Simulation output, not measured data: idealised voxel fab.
The following is a process module called voxel released beams.
Xsec cut, 250 nm wide, square cell size 5 nm.
Format of a cross-section: grid, square cells. Given as bands. Order: top down. Band: one or more rows of cells. In this notation a band is specified by the heights of its top and bottom, in that order and in nm, after which its materials appear from left to right, each paired with its width in nm. The word "edge to edge" attached to a single material means that material fills the band from edge to edge; the word "empty" stands for empty space. Ref level 0: as-received wafer is one material below here. Bottom band extends down with no lower bound ("0 and below"). Per-row width for "30..40": begins at first number (top row of band), ends at second number (bottom row), increment between rows held constant. Basically "no modification" means that step didn't change any cell in the cross-section. You'll see "Encapsulated voids" listing empty spaces that have no way open to the top, as long as they're 8 cells or more; the notation is width x height at distance, where the distance is from the left edge, and all of it is in nm. That trailing text on a step's line, after the settings, is the simulator's own remark on the step. overlay nm: where the mask lay relative to plan, measured to the right, on steps with a mask; negatives go left.

The steps planned for the process are as follows:
1: RECEIVE | material Si
2: CONFORMAL_DEP | material Al2O3 | thk nm 5
3: DIRECTIONAL_DEP | material SiO2 | thk nm 20
4: PATTERN | tone open | mask id ANCHOR | material resist | width nm 45 | thk nm 15 | overlay nm 0
5: DIRECTIONAL_ETCH | etch materials SiO2 | depth nm 20
6: STRIP | etch materials resist
7: CONFORMAL_DEP | material SiN | thk nm 15
8: DIRECTIONAL_DEP | material aC | thk nm 10
9: PATTERN | tone cover | mask id BEAM | material resist | width nm 105 | thk nm 30 | overlay nm 0
10: DIRECTIONAL_ETCH | etch materials aC | depth nm 5
11: STRIP | etch materials resist
12: DIRECTIONAL_ETCH | etch materials SiN | depth nm 15
13: STRIP | etch materials aC
14: STRIP | etch materials SiO2
Heads up: all these wafers start the same, and what changes between them is the depth nm in step 10. The value you see in the plan is just what the first wafer got.

The first of several wafers in cross-section, exactly as it reached us after step 1:
    0 and below = Si edge to edge
    Encapsulated voids: none

Per wafer, end of module: cells gained (+) or lost (-) per material since receipt, then closed voids:
depth nm 5 | +50 Al2O3 | +174 SiN | +164 SiO2 | Encapsulated voids: none
depth nm 10 | +50 Al2O3 | +87 SiN | Encapsulated voids: none
depth nm 15 | +50 Al2O3 | +87 SiN | Encapsulated voids: none
depth nm 20 | +50 Al2O3 | +87 SiN | Encapsulated voids: none
depth nm 25 | +50 Al2O3 | +87 SiN | Encapsulated voids: none
